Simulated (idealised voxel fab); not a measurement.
process module | voxel local oxidation
cross-section cut | 255 nm wide | cells 5 nm
A cross-section is a grid of square cells, given in bands from the top down. A band is one or more rows of cells.
Each band's line starts with the height of the band's top and of its bottom, in nm. Then come its materials from left to right, each with its width in nm. One material with "throughout" fills the band from edge to edge. "air" is empty space.
Height 0 is the level under which the wafer as received is all one material. The lowest band goes on downwards, as in "0 down".
A width such as "30 to 40" changes by the same amount from each row of cells to the next, from the band's top row to its bottom row.
"no change" after a step means that no cell of the cross-section changed.
closed voids: empty space of 8 cells or more with no open way to the top, each as width x height at its distance from the left edge, in nm
after a step's settings: what the simulator itself notes on the step
overlay nm, on a step with a mask: how far to the right of its planned place the mask lay; to the left if negative
plan
1 op RECEIVE | material Si
2 op CONFORMAL_DEP | material SiO2 | thk nm 5
3 op CONFORMAL_DEP | material SiN | thk nm 10
4 op PATTERN | tone cover | mask id ACTIVE | material resist | width nm 95 | pitch nm 120 | thk nm 20 | overlay nm 0
5 op DIRECTIONAL_ETCH | etch materials SiN | depth nm 10
6 op STRIP | etch materials resist
7 op SELECTIVE_ETCH | etch materials SiO2 | depth nm 5
8 op OXIDIZE | depth nm 10
9 op STRIP | etch materials SiN
first wafer, as planned
as received, after step 1
  0 down: Si throughout
  closed voids: none
after step 2
  5 to 0: SiO2 throughout
  below 0: unchanged
after step 3
  15 to 5: SiN throughout
  below 5: unchanged
after step 4
  35 to 15: air 20 | resist 95 | air 25 | resist 95 | air 20
  below 15: unchanged
after step 5
  35 to 15: air 20 | resist 95 | air 25 | resist 95 | air 20
  15 to 5: air 20 | SiN 95 | air 25 | SiN 95 | air 20
  below 5: unchanged
after step 6
  15 to 5: air 20 | SiN 95 | air 25 | SiN 95 | air 20
  below 5: unchanged
after step 7
  15 to 5: air 20 | SiN 95 | air 25 | SiN 95 | air 20
  5 to 0: air 25 | SiO2 85 | air 35 | SiO2 85 | air 25
  below 0: unchanged
after step 8
  15 to 5: air 20 | SiN 95 | air 25 | SiN 95 | air 20
  5 to 0: air 25 | SiO2 85 | air 35 | SiO2 85 | air 25
  0 to -10: SiO2 35 | Si 65 | SiO2 55 | Si 65 | SiO2 35
  below -10: unchanged
after step 9
  5 to 0: air 25 | SiO2 85 | air 35 | SiO2 85 | air 25
  below 0: unchanged
second wafer: like start, like plan, one mistake. Through step 3 it matches the first wafer
when step 4 should have ended
  35 to 15: air 25 | resist 95 | air 25 | resist 95 | air 15
  below 15: unchanged
when step 5 should have ended
  35 to 15: air 25 | resist 95 | air 25 | resist 95 | air 15
  15 to 5: air 25 | SiN 95 | air 25 | SiN 95 | air 15
  below 5: unchanged
when step 6 should have ended
  15 to 5: air 25 | SiN 95 | air 25 | SiN 95 | air 15
  below 5: unchanged
when step 7 should have ended
  15 to 5: air 25 | SiN 95 | air 25 | SiN 95 | air 15
  5 to 0: air 30 | SiO2 85 | air 35 | SiO2 85 | air 20
  below 0: unchanged
when step 8 should have ended
  15 to 5: air 25 | SiN 95 | air 25 | SiN 95 | air 15
  5 to 0: air 30 | SiO2 85 | air 35 | SiO2 85 | air 20
  0 to -10: SiO2 40 | Si 65 | SiO2 55 | Si 65 | SiO2 30
  below -10: unchanged
when step 9 should have ended
  5 to 0: air 30 | SiO2 85 | air 35 | SiO2 85 | air 20
  below 0: unchanged
what went wrong: step 4 ran as: op PATTERN | tone cover | mask id ACTIVE | material resist | width nm 95 | pitch nm 120 | thk nm 20 | overlay nm 5
at the end the second wafer has, in cells: as many of each material as the first, in other places
